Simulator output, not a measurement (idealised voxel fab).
This section sets out a process module, namely voxel transistor to metal.
Displayed cross-section: cut, width of 285 nm, square cells sized 5 nm.
Heads up, the way a cross-section reads in here is a grid of square cells, handed over as bands from the top down, with every band being one or more rows of cells. What a band's entry tells you: where the top is and where the bottom is, as heights in nm, and after that what lies inside, material by material from left to right, each with its width in nm. Empty space is written as the word "air", and a single material marked with the word "throughout" occupies the band from edge to edge. Height datum 0, below which the as-received substrate wafer is one material. Lowest band open at the bottom, running downward: "0..down". Think of "30..40" as a width that walks from the first number to the second as you go down the band, top row to bottom row, taking equal-sized steps from row to row. "changes: none" after a step means that no cell of the cross-section changed. Any empty space of 8 cells or more lacking an open way to the top shows up in "Enclosed internal voids" as width x height at distance, distance from the left edge, in nm. On each step's line, the part that comes after the settings is the simulator's own comment on the step. A step's line can hold "overlay nm"; with a mask on that step, the setting says how far right of the planned place the mask lay, while a negative setting says it lay to the left. Everything after this point is organized in pairs: a cross-section before one process step, a cross-section after it that shows only as deep as the lowest changed band, and, under the pair, the intervening step with its settings. Because different runs of this module on the same starting wafer can supply different pairs, a pair continues from the pair above it only if its entry headed "Structure before processing" says so.

Structure before processing
    65..50 = resist: 50 / air: 25 / resist: 25 / air: 25 / resist: 40 / air: 25 / resist: 25 / air: 25 / resist: 45
    50..40 = aC: 50 / air: 25 / aC: 25 / air: 25 / aC: 40 / air: 25 / aC: 25 / air: 25 / aC: 45
    40..30 = SiO2 throughout
    30..20 = SiO2: 60 / SiN: 10 / SiO2: 5 / SiCN: 15 / SiO2: 5 / SiN: 10 / SiO2: 70 / SiN: 10 / SiO2: 5 / SiCN: 15 / SiO2: 5 / SiN: 10 / SiO2: 65
    20..-5 = SiO2: 60 / SiN: 10 / SiO2: 5 / polySi: 15 / SiO2: 5 / SiN: 10 / SiO2: 70 / SiN: 10 / SiO2: 5 / polySi: 15 / SiO2: 5 / SiN: 10 / SiO2: 65
    -5..-10 = SiO2: 30 / nSi: 30 / SiO2: 45 / nSi: 30 / SiO2: 10 / nSi: 30 / SiO2: 45 / nSi: 30 / SiO2: 35
    -10..-35 = SiO2: 35 / Si: 95 / SiO2: 20 / Si: 95 / SiO2: 40
    -35..down = Si throughout
    Enclosed internal voids: none

Post-Process View
    50..40 = aC: 50 / air: 25 / aC: 25 / air: 25 / aC: 40 / air: 25 / aC: 25 / air: 25 / aC: 45
    Heights below 40 show no change.
    Enclosed internal voids: none
Step between the pre-process and post-process cross-sections given above: STRIP with etch materials resist

Structure before processing: cross-section not repeated; it is the one shown after the step in the pair just above.

Post-Process View
    50..40 = aC: 50 / air: 25 / aC: 25 / air: 25 / aC: 40 / air: 25 / aC: 25 / air: 25 / aC: 45
    40..30 = SiO2: 50 / air: 25 / SiO2: 25 / air: 25 / SiO2: 40 / air: 25 / SiO2: 25 / air: 25 / SiO2: 45
    30..20 = SiO2: 50 / air: 10 / SiN: 10 / air: 5 / SiCN: 15 / SiO2: 5 / SiN: 10 / air: 20 / SiO2: 40 / air: 10 / SiN: 10 / air: 5 / SiCN: 15 / SiO2: 5 / SiN: 10 / air: 20 / SiO2: 45
    20..-5 = SiO2: 50 / air: 10 / SiN: 10 / air: 5 / polySi: 15 / SiO2: 5 / SiN: 10 / air: 20 / SiO2: 40 / air: 10 / SiN: 10 / air: 5 / polySi: 15 / SiO2: 5 / SiN: 10 / air: 20 / SiO2: 45
    Heights below -5 show no change.
    Enclosed internal voids: none
Step between the pre-process and post-process cross-sections given above: DIRECTIONAL_ETCH with etch materials SiO2, depth nm 45

Structure before processing: cross-section not repeated; it is the one shown after the step in the pair just above.

Post-Process View
    40..30 = SiO2: 50 / air: 25 / SiO2: 25 / air: 25 / SiO2: 40 / air: 25 / SiO2: 25 / air: 25 / SiO2: 45
    Heights below 30 show no change.
    Enclosed internal voids: none
Step between the pre-process and post-process cross-sections given above: STRIP with etch materials aC

Structure before processing: cross-section not repeated; it is the one shown after the step in the pair just above.

Post-Process View
    45..40 = TiN: 55 / air: 15 / TiN: 35 / air: 15 / TiN: 50 / air: 15 / TiN: 35 / air: 15 / TiN: 50
    40..35 = SiO2: 50 / TiN: 5 / air: 15 / TiN: 5 / SiO2: 25 / TiN: 5 / air: 15 / TiN: 5 / SiO2: 40 / TiN: 5 / air: 15 / TiN: 5 / SiO2: 25 / TiN: 5 / air: 15 / TiN: 5 / SiO2: 45
    35..30 = SiO2: 50 / TiN: 25 / SiO2: 25 / TiN: 10 / air: 10 / TiN: 5 / SiO2: 40 / TiN: 25 / SiO2: 25 / TiN: 10 / air: 10 / TiN: 5 / SiO2: 45
    30..20 = SiO2: 50 / TiN: 10 / SiN: 10 / TiN: 5 / SiCN: 15 / SiO2: 5 / SiN: 10 / TiN: 5 / air: 10 / TiN: 5 / SiO2: 40 / TiN: 10 / SiN: 10 / TiN: 5 / SiCN: 15 / SiO2: 5 / SiN: 10 / TiN: 5 / air: 10 / TiN: 5 / SiO2: 45
    20..0 = SiO2: 50 / TiN: 10 / SiN: 10 / TiN: 5 / polySi: 15 / SiO2: 5 / SiN: 10 / TiN: 5 / air: 10 / TiN: 5 / SiO2: 40 / TiN: 10 / SiN: 10 / TiN: 5 / polySi: 15 / SiO2: 5 / SiN: 10 / TiN: 5 / air: 10 / TiN: 5 / SiO2: 45
    0..-5 = SiO2: 50 / TiN: 10 / SiN: 10 / TiN: 5 / polySi: 15 / SiO2: 5 / SiN: 10 / TiN: 20 / SiO2: 40 / TiN: 10 / SiN: 10 / TiN: 5 / polySi: 15 / SiO2: 5 / SiN: 10 / TiN: 20 / SiO2: 45
    Heights below -5 show no change.
    Enclosed internal voids: none
Step between the pre-process and post-process cross-sections given above: CONFORMAL_DEP with material TiN, thk nm 5

Structure before processing: cross-section not repeated; it is the one shown after the step in the pair just above.

Post-Process View
    55..45 = W throughout
    45..40 = TiN: 55 / W: 15 / TiN: 35 / W: 15 / TiN: 50 / W: 15 / TiN: 35 / W: 15 / TiN: 50
    40..35 = SiO2: 50 / TiN: 5 / W: 15 / TiN: 5 / SiO2: 25 / TiN: 5 / W: 15 / TiN: 5 / SiO2: 40 / TiN: 5 / W: 15 / TiN: 5 / SiO2: 25 / TiN: 5 / W: 15 / TiN: 5 / SiO2: 45
    35..30 = SiO2: 50 / TiN: 25 / SiO2: 25 / TiN: 10 / W: 10 / TiN: 5 / SiO2: 40 / TiN: 25 / SiO2: 25 / TiN: 10 / W: 10 / TiN: 5 / SiO2: 45
    30..20 = SiO2: 50 / TiN: 10 / SiN: 10 / TiN: 5 / SiCN: 15 / SiO2: 5 / SiN: 10 / TiN: 5 / W: 10 / TiN: 5 / SiO2: 40 / TiN: 10 / SiN: 10 / TiN: 5 / SiCN: 15 / SiO2: 5 / SiN: 10 / TiN: 5 / W: 10 / TiN: 5 / SiO2: 45
    20..0 = SiO2: 50 / TiN: 10 / SiN: 10 / TiN: 5 / polySi: 15 / SiO2: 5 / SiN: 10 / TiN: 5 / W: 10 / TiN: 5 / SiO2: 40 / TiN: 10 / SiN: 10 / TiN: 5 / polySi: 15 / SiO2: 5 / SiN: 10 / TiN: 5 / W: 10 / TiN: 5 / SiO2: 45
    Heights below 0 show no change.
    Enclosed internal voids: none
Step between the pre-process and post-process cross-sections given above: FILL_DEP with material W, thk nm 10

Structure before processing: cross-section not repeated; it is the one shown after the step in the pair just above.

Post-Process View
    40..35 = SiO2: 50 / TiN: 5 / W: 15 / TiN: 5 / SiO2: 25 / TiN: 5 / W: 15 / TiN: 5 / SiO2: 40 / TiN: 5 / W: 15 / TiN: 5 / SiO2: 25 / TiN: 5 / W: 15 / TiN: 5 / SiO2: 45
    Heights below 35 show no change.
    Enclosed internal voids: none
Step between the pre-process and post-process cross-sections given above: CMP with height nm 40

Structure before processing: cross-section not repeated; it is the one shown after the step in the pair just above.

Post-Process View
    45..40 = SiN throughout
    Heights below 40 show no change.
    Enclosed internal voids: none
Step between the pre-process and post-process cross-sections given above: CONFORMAL_DEP with material SiN, thk nm 5

Structure before processing: cross-section not repeated; it is the one shown after the step in the pair just above.

Post-Process View
    70..45 = lowk throughout
    Heights below 45 show no change.
    Enclosed internal voids: none
Step between the pre-process and post-process cross-sections given above: DIRECTIONAL_DEP with material lowk, thk nm 25

Structure before processing: cross-section not repeated; it is the one shown after the step in the pair just above.

Post-Process View
    90..70 = resist: 45 / air: 15 / resist: 45 / air: 15 / resist: 40 / air: 15 / resist: 45 / air: 15 / resist: 50
    Heights below 70 show no change.
    Enclosed internal voids: none
Step between the pre-process and post-process cross-sections given above: PATTERN with tone open, mask id METAL_1, material resist, width nm 15, thk nm 20, overlay nm 0

Structure before processing: cross-section not repeated; it is the one shown after the step in the pair just above.

Post-Process View
    90..70 = resist: 45 / air: 15 / resist: 45 / air: 15 / resist: 40 / air: 15 / resist: 45 / air: 15 / resist: 50
    70..45 = lowk: 45 / air: 15 / lowk: 45 / air: 15 / lowk: 40 / air: 15 / lowk: 45 / air: 15 / lowk: 50
    Heights below 45 show no change.
    Enclosed internal voids: none
Step between the pre-process and post-process cross-sections given above: DIRECTIONAL_ETCH with etch materials lowk, depth nm 25

Structure before processing: cross-section not repeated; it is the one shown after the step in the pair just above.

Post-Process View
    90..70 = resist: 45 / air: 15 / resist: 45 / air: 15 / resist: 40 / air: 15 / resist: 45 / air: 15 / resist: 50
    70..45 = lowk: 45 / air: 15 / lowk: 45 / air: 15 / lowk: 40 / air: 15 / lowk: 45 / air: 15 / lowk: 50
    45..40 = SiN: 45 / air: 15 / SiN: 45 / air: 15 / SiN: 40 / air: 15 / SiN: 45 / air: 15 / SiN: 50
    Heights below 40 show no change.
    Enclosed internal voids: none
Step between the pre-process and post-process cross-sections given above: DIRECTIONAL_ETCH with etch materials SiN, depth nm 5

Structure before processing: cross-section not repeated; it is the one shown after the step in the pair just above.

Post-Process View
    70..45 = lowk: 45 / air: 15 / lowk: 45 / air: 15 / lowk: 40 / air: 15 / lowk: 45 / air: 15 / lowk: 50
    Heights below 45 show no change.
    Enclosed internal voids: none
Step between the pre-process and post-process cross-sections given above: STRIP with etch materials resist

Structure before processing: cross-section not repeated; it is the one shown after the step in the pair just above.

Post-Process View
    75..70 = TiN: 50 / air: 5 / TiN: 55 / air: 5 / TiN: 50 / air: 5 / TiN: 55 / air: 5 / TiN: 55
    70..45 = lowk: 45 / TiN: 5 / air: 5 / TiN: 5 / lowk: 45 / TiN: 5 / air: 5 / TiN: 5 / lowk: 40 / TiN: 5 / air: 5 / TiN: 5 / lowk: 45 / TiN: 5 / air: 5 / TiN: 5 / lowk: 50
    45..40 = SiN: 45 / TiN: 15 / SiN: 45 / TiN: 15 / SiN: 40 / TiN: 15 / SiN: 45 / TiN: 15 / SiN: 50
    Heights below 40 show no change.
    Enclosed internal voids: none
Step between the pre-process and post-process cross-sections given above: CONFORMAL_DEP with material TiN, thk nm 5

Structure before processing: cross-section not repeated; it is the one shown after the step in the pair just above.

Post-Process View
    85..75 = Cu throughout
    75..70 = TiN: 50 / Cu: 5 / TiN: 55 / Cu: 5 / TiN: 50 / Cu: 5 / TiN: 55 / Cu: 5 / TiN: 55
    70..45 = lowk: 45 / TiN: 5 / Cu: 5 / TiN: 5 / lowk: 45 / TiN: 5 / Cu: 5 / TiN: 5 / lowk: 40 / TiN: 5 / Cu: 5 / TiN: 5 / lowk: 45 / TiN: 5 / Cu: 5 / TiN: 5 / lowk: 50
    Heights below 45 show no change.
    Enclosed internal voids: none
Step between the pre-process and post-process cross-sections given above: FILL_DEP with material Cu, thk nm 10

Structure before processing: cross-section not repeated; it is the one shown after the step in the pair just above.

Post-Process View
    70..45 = lowk: 45 / TiN: 5 / Cu: 5 / TiN: 5 / lowk: 45 / TiN: 5 / Cu: 5 / TiN: 5 / lowk: 40 / TiN: 5 / Cu: 5 / TiN: 5 / lowk: 45 / TiN: 5 / Cu: 5 / TiN: 5 / lowk: 50
    Heights below 45 show no change.
    Enclosed internal voids: none
Step between the pre-process and post-process cross-sections given above: CMP with height nm 70

Structure before processing: cross-section not repeated; it is the one shown after the step in the pair just above.

Post-Process View
    75..70 = SiN throughout
    Heights below 70 show no change.
    Enclosed internal voids: none
Step between the pre-process and post-process cross-sections given above: CONFORMAL_DEP with material SiN, thk nm 5

Structure before processing
    30..20 = air: 60 / SiN: 10 / SiO2: 5 / SiCN: 15 / SiO2: 5 / SiN: 10 / air: 70 / SiN: 10 / SiO2: 5 / SiCN: 15 / SiO2: 5 / SiN: 10 / air: 65
    20..-5 = air: 60 / SiN: 10 / SiO2: 5 / polySi: 15 / SiO2: 5 / SiN: 10 / air: 70 / SiN: 10 / SiO2: 5 / polySi: 15 / SiO2: 5 / SiN: 10 / air: 65
    -5..-10 = SiO2 throughout
    -10..-35 = SiO2: 35 / Si: 95 / SiO2: 20 / Si: 95 / SiO2: 40
    -35..down = Si throughout
    Enclosed internal voids: none

Post-Process View
    30..25 = air: 60 / SiN: 10 / SiO2: 5 / air: 15 / SiO2: 5 / SiN: 10 / air: 70 / SiN: 10 / SiO2: 5 / air: 15 / SiO2: 5 / SiN: 10 / air: 65
    Heights below 25 show no change.
    Enclosed internal voids: none
Step between the pre-process and post-process cross-sections given above: DIRECTIONAL_ETCH with etch materials SiCN, depth nm 5

Structure before processing: cross-section not repeated; it is the one shown after the step in the pair just above.

Post-Process View
    40..30 = SiO2 throughout
    30..25 = SiO2: 60 / SiN: 10 / SiO2: 25 / SiN: 10 / SiO2: 70 / SiN: 10 / SiO2: 25 / SiN: 10 / SiO2: 65
    25..20 = SiO2: 60 / SiN: 10 / SiO2: 5 / SiCN: 15 / SiO2: 5 / SiN: 10 / SiO2: 70 / SiN: 10 / SiO2: 5 / SiCN: 15 / SiO2: 5 / SiN: 10 / SiO2: 65
    20..-5 = SiO2: 60 / SiN: 10 / SiO2: 5 / polySi: 15 / SiO2: 5 / SiN: 10 / SiO2: 70 / SiN: 10 / SiO2: 5 / polySi: 15 / SiO2: 5 / SiN: 10 / SiO2: 65
    Heights below -5 show no change.
    Enclosed internal voids: none
Step between the pre-process and post-process cross-sections given above: FILL_DEP with material SiO2, thk nm 10

Structure before processing: cross-section not repeated; it is the one shown after the step in the pair just above.

Post-Process View
    30..25 = SiO2: 60 / SiN: 10 / SiO2: 25 / SiN: 10 / SiO2: 70 / SiN: 10 / SiO2: 25 / SiN: 10 / SiO2: 65
    Heights below 25 show no change.
    Enclosed internal voids: none
Step between the pre-process and post-process cross-sections given above: CMP with height nm 30

Structure before processing: cross-section not repeated; it is the one shown after the step in the pair just above.

Post-Process View
    40..30 = SiO2 throughout
    Heights below 30 show no change.
    Enclosed internal voids: none
Step between the pre-process and post-process cross-sections given above: DIRECTIONAL_DEP with material SiO2, thk nm 10

Structure before processing: cross-section not repeated; it is the one shown after the step in the pair just above.

Post-Process View
    50..40 = aC throughout
    Heights below 40 show no change.
    Enclosed internal voids: none
Step between the pre-process and post-process cross-sections given above: DIRECTIONAL_DEP with material aC, thk nm 10

Structure before processing: cross-section not repeated; it is the one shown after the step in the pair just above.

Post-Process View
    75..50 = resist: 45 / air: 25 / resist: 25 / air: 25 / resist: 40 / air: 25 / resist: 25 / air: 25 / resist: 50
    Heights below 50 show no change.
    Enclosed internal voids: none
Step between the pre-process and post-process cross-sections given above: PATTERN with tone open, mask id CONTACT, material resist, width nm 25, thk nm 25, overlay nm 0

Structure before processing: cross-section not repeated; it is the one shown after the step in the pair just above.

Post-Process View
    65..50 = resist: 45 / air: 25 / resist: 25 / air: 25 / resist: 40 / air: 25 / resist: 25 / air: 25 / resist: 50
    50..40 = aC: 45 / air: 25 / aC: 25 / air: 25 / aC: 40 / air: 25 / aC: 25 / air: 25 / aC: 50
    Heights below 40 show no change.
    Enclosed internal voids: none
Step between the pre-process and post-process cross-sections given above: DIRECTIONAL_ETCH with etch materials aC, depth nm 10

Structure before processing: cross-section not repeated; it is the one shown after the step in the pair just above.

Post-Process View
    50..40 = aC: 45 / air: 25 / aC: 25 / air: 25 / aC: 40 / air: 25 / aC: 25 / air: 25 / aC: 50
    Heights below 40 show no change.
    Enclosed internal voids: none
Step between the pre-process and post-process cross-sections given above: STRIP with etch materials resist

Structure before processing: cross-section not repeated; it is the one shown after the step in the pair just above.

Post-Process View
    50..40 = aC: 45 / air: 25 / aC: 25 / air: 25 / aC: 40 / air: 25 / aC: 25 / air: 25 / aC: 50
    40..30 = SiO2: 45 / air: 25 / SiO2: 25 / air: 25 / SiO2: 40 / air: 25 / SiO2: 25 / air: 25 / SiO2: 50
    30..25 = SiO2: 45 / air: 15 / SiN: 10 / SiO2: 25 / SiN: 10 / air: 15 / SiO2: 40 / air: 15 / SiN: 10 / SiO2: 25 / SiN: 10 / air: 15 / SiO2: 50
    25..20 = SiO2: 45 / air: 15 / SiN: 10 / SiO2: 5 / SiCN: 15 / SiO2: 5 / SiN: 10 / air: 15 / SiO2: 40 / air: 15 / SiN: 10 / SiO2: 5 / SiCN: 15 / SiO2: 5 / SiN: 10 / air: 15 / SiO2: 50
    20..-5 = SiO2: 45 / air: 15 / SiN: 10 / SiO2: 5 / polySi: 15 / SiO2: 5 / SiN: 10 / air: 15 / SiO2: 40 / air: 15 / SiN: 10 / SiO2: 5 / polySi: 15 / SiO2: 5 / SiN: 10 / air: 15 / SiO2: 50
    Heights below -5 show no change.
    Enclosed internal voids: none
Step between the pre-process and post-process cross-sections given above: DIRECTIONAL_ETCH with etch materials SiO2, depth nm 45

Structure before processing: cross-section not repeated; it is the one shown after the step in the pair just above.

Post-Process View
    40..30 = SiO2: 45 / air: 25 / SiO2: 25 / air: 25 / SiO2: 40 / air: 25 / SiO2: 25 / air: 25 / SiO2: 50
    Heights below 30 show no change.
    Enclosed internal voids: none
Step between the pre-process and post-process cross-sections given above: STRIP with etch materials aC

Structure before processing: cross-section not repeated; it is the one shown after the step in the pair just above.

Post-Process View
    45..40 = TiN: 50 / air: 15 / TiN: 35 / air: 15 / TiN: 50 / air: 15 / TiN: 35 / air: 15 / TiN: 55
    40..30 = SiO2: 45 / TiN: 5 / air: 15..5 / TiN: 5..15 / SiO2: 25 / TiN: 5..15 / air: 15..5 / TiN: 5 / SiO2: 40 / TiN: 5 / air: 15..5 / TiN: 5..15 / SiO2: 25 / TiN: 5..15 / air: 15..5 / TiN: 5 / SiO2: 50
    30..25 = SiO2: 45 / TiN: 5 / air: 5 / TiN: 5 / SiN: 10 / SiO2: 25 / SiN: 10 / TiN: 5 / air: 5 / TiN: 5 / SiO2: 40 / TiN: 5 / air: 5 / TiN: 5 / SiN: 10 / SiO2: 25 / SiN: 10 / TiN: 5 / air: 5 / TiN: 5 / SiO2: 50
    25..20 = SiO2: 45 / TiN: 5 / air: 5 / TiN: 5 / SiN: 10 / SiO2: 5 / SiCN: 15 / SiO2: 5 / SiN: 10 / TiN: 5 / air: 5 / TiN: 5 / SiO2: 40 / TiN: 5 / air: 5 / TiN: 5 / SiN: 10 / SiO2: 5 / SiCN: 15 / SiO2: 5 / SiN: 10 / TiN: 5 / air: 5 / TiN: 5 / SiO2: 50
    20..0 = SiO2: 45 / TiN: 5 / air: 5 / TiN: 5 / SiN: 10 / SiO2: 5 / polySi: 15 / SiO2: 5 / SiN: 10 / TiN: 5 / air: 5 / TiN: 5 / SiO2: 40 / TiN: 5 / air: 5 / TiN: 5 / SiN: 10 / SiO2: 5 / polySi: 15 / SiO2: 5 / SiN: 10 / TiN: 5 / air: 5 / TiN: 5 / SiO2: 50
    0..-5 = SiO2: 45 / TiN: 15 / SiN: 10 / SiO2: 5 / polySi: 15 / SiO2: 5 / SiN: 10 / TiN: 15 / SiO2: 40 / TiN: 15 / SiN: 10 / SiO2: 5 / polySi: 15 / SiO2: 5 / SiN: 10 / TiN: 15 / SiO2: 50
    Heights below -5 show no change.
    Enclosed internal voids: none
Step between the pre-process and post-process cross-sections given above: CONFORMAL_DEP with material TiN, thk nm 5

Structure before processing: cross-section not repeated; it is the one shown after the step in the pair just above.

Post-Process View
    55..45 = W throughout
    45..40 = TiN: 50 / W: 15 / TiN: 35 / W: 15 / TiN: 50 / W: 15 / TiN: 35 / W: 15 / TiN: 55
    40..30 = SiO2: 45 / TiN: 5 / W: 15..5 / TiN: 5..15 / SiO2: 25 / TiN: 5..15 / W: 15..5 / TiN: 5 / SiO2: 40 / TiN: 5 / W: 15..5 / TiN: 5..15 / SiO2: 25 / TiN: 5..15 / W: 15..5 / TiN: 5 / SiO2: 50
    30..25 = SiO2: 45 / TiN: 5 / W: 5 / TiN: 5 / SiN: 10 / SiO2: 25 / SiN: 10 / TiN: 5 / W: 5 / TiN: 5 / SiO2: 40 / TiN: 5 / W: 5 / TiN: 5 / SiN: 10 / SiO2: 25 / SiN: 10 / TiN: 5 / W: 5 / TiN: 5 / SiO2: 50
    25..20 = SiO2: 45 / TiN: 5 / W: 5 / TiN: 5 / SiN: 10 / SiO2: 5 / SiCN: 15 / SiO2: 5 / SiN: 10 / TiN: 5 / W: 5 / TiN: 5 / SiO2: 40 / TiN: 5 / W: 5 / TiN: 5 / SiN: 10 / SiO2: 5 / SiCN: 15 / SiO2: 5 / SiN: 10 / TiN: 5 / W: 5 / TiN: 5 / SiO2: 50
    20..0 = SiO2: 45 / TiN: 5 / W: 5 / TiN: 5 / SiN: 10 / SiO2: 5 / polySi: 15 / SiO2: 5 / SiN: 10 / TiN: 5 / W: 5 / TiN: 5 / SiO2: 40 / TiN: 5 / W: 5 / TiN: 5 / SiN: 10 / SiO2: 5 / polySi: 15 / SiO2: 5 / SiN: 10 / TiN: 5 / W: 5 / TiN: 5 / SiO2: 50
    Heights below 0 show no change.
    Enclosed internal voids: none
Step between the pre-process and post-process cross-sections given above: FILL_DEP with material W, thk nm 10

Structure before processing: cross-section not repeated; it is the one shown after the step in the pair just above.

Post-Process View
    40..30 = SiO2: 45 / TiN: 5 / W: 15..5 / TiN: 5..15 / SiO2: 25 / TiN: 5..15 / W: 15..5 / TiN: 5 / SiO2: 40 / TiN: 5 / W: 15..5 / TiN: 5..15 / SiO2: 25 / TiN: 5..15 / W: 15..5 / TiN: 5 / SiO2: 50
    Heights below 30 show no change.
    Enclosed internal voids: none
Step between the pre-process and post-process cross-sections given above: CMP with height nm 40

Structure before processing: cross-section not repeated; it is the one shown after the step in the pair just above.

Post-Process View
    45..40 = SiN throughout
    Heights below 40 show no change.
    Enclosed internal voids: none
Step between the pre-process and post-process cross-sections given above: CONFORMAL_DEP with material SiN, thk nm 5

Structure before processing: cross-section not repeated; it is the one shown after the step in the pair just above.

Post-Process View
    70..45 = lowk throughout
    Heights below 45 show no change.
    Enclosed internal voids: none
Step between the pre-process and post-process cross-sections given above: DIRECTIONAL_DEP with material lowk, thk nm 25

Structure before processing: cross-section not repeated; it is the one shown after the step in the pair just above.

Post-Process View
    90..70 = resist: 45 / air: 15 / resist: 45 / air: 15 / resist: 40 / air: 15 / resist: 45 / air: 15 / resist: 50
    Heights below 70 show no change.
    Enclosed internal voids: none
Step between the pre-process and post-process cross-sections given above: PATTERN with tone open, mask id METAL_1, material resist, width nm 15, thk nm 20, overlay nm 0

Structure before processing: cross-section not repeated; it is the one shown after the step in the pair just above.

Post-Process View
    90..70 = resist: 45 / air: 15 / resist: 45 / air: 15 / resist: 40 / air: 15 / resist: 45 / air: 15 / resist: 50
    70..45 = lowk: 45 / air: 15 / lowk: 45 / air: 15 / lowk: 40 / air: 15 / lowk: 45 / air: 15 / lowk: 50
    Heights below 45 show no change.
    Enclosed internal voids: none
Step between the pre-process and post-process cross-sections given above: DIRECTIONAL_ETCH with etch materials lowk, depth nm 25

Structure before processing: cross-section not repeated; it is the one shown after the step in the pair just above.

Post-Process View
    90..70 = resist: 45 / air: 15 / resist: 45 / air: 15 / resist: 40 / air: 15 / resist: 45 / air: 15 / resist: 50
    70..45 = lowk: 45 / air: 15 / lowk: 45 / air: 15 / lowk: 40 / air: 15 / lowk: 45 / air: 15 / lowk: 50
    45..40 = SiN: 45 / air: 15 / SiN: 45 / air: 15 / SiN: 40 / air: 15 / SiN: 45 / air: 15 / SiN: 50
    Heights below 40 show no change.
    Enclosed internal voids: none
Step between the pre-process and post-process cross-sections given above: DIRECTIONAL_ETCH with etch materials SiN, depth nm 5

Structure before processing: cross-section not repeated; it is the one shown after the step in the pair just above.

Post-Process View
    70..45 = lowk: 45 / air: 15 / lowk: 45 / air: 15 / lowk: 40 / air: 15 / lowk: 45 / air: 15 / lowk: 50
    Heights below 45 show no change.
    Enclosed internal voids: none
Step between the pre-process and post-process cross-sections given above: STRIP with etch materials resist

Structure before processing: cross-section not repeated; it is the one shown after the step in the pair just above.

Post-Process View
    75..70 = TiN: 50 / air: 5 / TiN: 55 / air: 5 / TiN: 50 / air: 5 / TiN: 55 / air: 5 / TiN: 55
    70..45 = lowk: 45 / TiN: 5 / air: 5 / TiN: 5 / lowk: 45 / TiN: 5 / air: 5 / TiN: 5 / lowk: 40 / TiN: 5 / air: 5 / TiN: 5 / lowk: 45 / TiN: 5 / air: 5 / TiN: 5 / lowk: 50
    45..40 = SiN: 45 / TiN: 15 / SiN: 45 / TiN: 15 / SiN: 40 / TiN: 15 / SiN: 45 / TiN: 15 / SiN: 50
    Heights below 40 show no change.
    Enclosed internal voids: none
Step between the pre-process and post-process cross-sections given above: CONFORMAL_DEP with material TiN, thk nm 5

Structure before processing: cross-section not repeated; it is the one shown after the step in the pair just above.

Post-Process View
    85..75 = Cu throughout
    75..70 = TiN: 50 / Cu: 5 / TiN: 55 / Cu: 5 / TiN: 50 / Cu: 5 / TiN: 55 / Cu: 5 / TiN: 55
    70..45 = lowk: 45 / TiN: 5 / Cu: 5 / TiN: 5 / lowk: 45 / TiN: 5 / Cu: 5 / TiN: 5 / lowk: 40 / TiN: 5 / Cu: 5 / TiN: 5 / lowk: 45 / TiN: 5 / Cu: 5 / TiN: 5 / lowk: 50
    Heights below 45 show no change.
    Enclosed internal voids: none
Step between the pre-process and post-process cross-sections given above: FILL_DEP with material Cu, thk nm 10

Structure before processing: cross-section not repeated; it is the one shown after the step in the pair just above.

Post-Process View
    70..45 = lowk: 45 / TiN: 5 / Cu: 5 / TiN: 5 / lowk: 45 / TiN: 5 / Cu: 5 / TiN: 5 / lowk: 40 / TiN: 5 / Cu: 5 / TiN: 5 / lowk: 45 / TiN: 5 / Cu: 5 / TiN: 5 / lowk: 50
    Heights below 45 show no change.
    Enclosed internal voids: none
Step between the pre-process and post-process cross-sections given above: CMP with height nm 70

Structure before processing: cross-section not repeated; it is the one shown after the step in the pair just above.

Post-Process View
    75..70 = SiN throughout
    Heights below 70 show no change.
    Enclosed internal voids: none
Step between the pre-process and post-process cross-sections given above: CONFORMAL_DEP with material SiN, thk nm 5

Structure before processing
    20..10 = aC throughout
    10..0 = SiN throughout
    0..-5 = SiO2 throughout
    -5..down = Si throughout
    Enclosed internal voids: none

Post-Process View
    50..20 = resist: 35 / air: 95 / resist: 20 / air: 95 / resist: 40
    Heights below 20 show no change.
    Enclosed internal voids: none
Step between the pre-process and post-process cross-sections given above: PATTERN with tone open, mask id ACTIVE, material resist, width nm 95, pitch nm 115, thk nm 30, overlay nm 0

Structure before processing: cross-section not repeated; it is the one shown after the step in the pair just above.

Post-Process View
    40..20 = resist: 35 / air: 95 / resist: 20 / air: 95 / resist: 40
    20..10 = aC: 35 / air: 95 / aC: 20 / air: 95 / aC: 40
    Heights below 10 show no change.
    Enclosed internal voids: none
Step between the pre-process and post-process cross-sections given above: DIRECTIONAL_ETCH with etch materials aC, depth nm 10

Structure before processing: cross-section not repeated; it is the one shown after the step in the pair just above.

Post-Process View
    20..10 = aC: 35 / air: 95 / aC: 20 / air: 95 / aC: 40
    Heights below 10 show no change.
    Enclosed internal voids: none
Step between the pre-process and post-process cross-sections given above: STRIP with etch materials resist

Structure before processing: cross-section not repeated; it is the one shown after the step in the pair just above.

Post-Process View
    20..10 = aC: 35 / air: 95 / aC: 20 / air: 95 / aC: 40
    10..0 = SiN: 35 / air: 95 / SiN: 20 / air: 95 / SiN: 40
    Heights below 0 show no change.
    Enclosed internal voids: none
Step between the pre-process and post-process cross-sections given above: DIRECTIONAL_ETCH with etch materials SiN, depth nm 10

Structure before processing: cross-section not repeated; it is the one shown after the step in the pair just above.

Post-Process View
    20..10 = aC: 35 / air: 95 / aC: 20 / air: 95 / aC: 40
    10..0 = SiN: 35 / air: 95 / SiN: 20 / air: 95 / SiN: 40
    0..-5 = SiO2: 35 / air: 95 / SiO2: 20 / air: 95 / SiO2: 40
    Heights below -5 show no change.
    Enclosed internal voids: none
Step between the pre-process and post-process cross-sections given above: DIRECTIONAL_ETCH with etch materials SiO2, depth nm 5

Structure before processing: cross-section not repeated; it is the one shown after the step in the pair just above.

Post-Process View
    20..10 = aC: 35 / air: 95 / aC: 20 / air: 95 / aC: 40
    10..0 = SiN: 35 / air: 95 / SiN: 20 / air: 95 / SiN: 40
    0..-5 = SiO2: 35 / air: 95 / SiO2: 20 / air: 95 / SiO2: 40
    -5..-35 = Si: 35 / air: 95 / Si: 20 / air: 95 / Si: 40
    Heights below -35 show no change.
    Enclosed internal voids: none
Step between the pre-process and post-process cross-sections given above: DIRECTIONAL_ETCH with etch materials Si, depth nm 30

Structure before processing: cross-section not repeated; it is the one shown after the step in the pair just above.

Post-Process View
    10..0 = SiN: 35 / air: 95 / SiN: 20 / air: 95 / SiN: 40
    Heights below 0 show no change.
    Enclosed internal voids: none
Step between the pre-process and post-process cross-sections given above: STRIP with etch materials aC

Structure before processing: cross-section not repeated; it is the one shown after the step in the pair just above.

Post-Process View
    20..10 = SiO2 throughout
    10..0 = SiN: 35 / SiO2: 95 / SiN: 20 / SiO2: 95 / SiN: 40
    0..-5 = SiO2 throughout
    -5..-35 = Si: 35 / SiO2: 95 / Si: 20 / SiO2: 95 / Si: 40
    Heights below -35 show no change.
    Enclosed internal voids: none
Step between the pre-process and post-process cross-sections given above: FILL_DEP with material SiO2, thk nm 10

Structure before processing: cross-section not repeated; it is the one shown after the step in the pair just above.

Post-Process View
    10..0 = SiN: 35 / SiO2: 95 / SiN: 20 / SiO2: 95 / SiN: 40
    Heights below 0 show no change.
    Enclosed internal voids: none
Step between the pre-process and post-process cross-sections given above: CMP with height nm 10
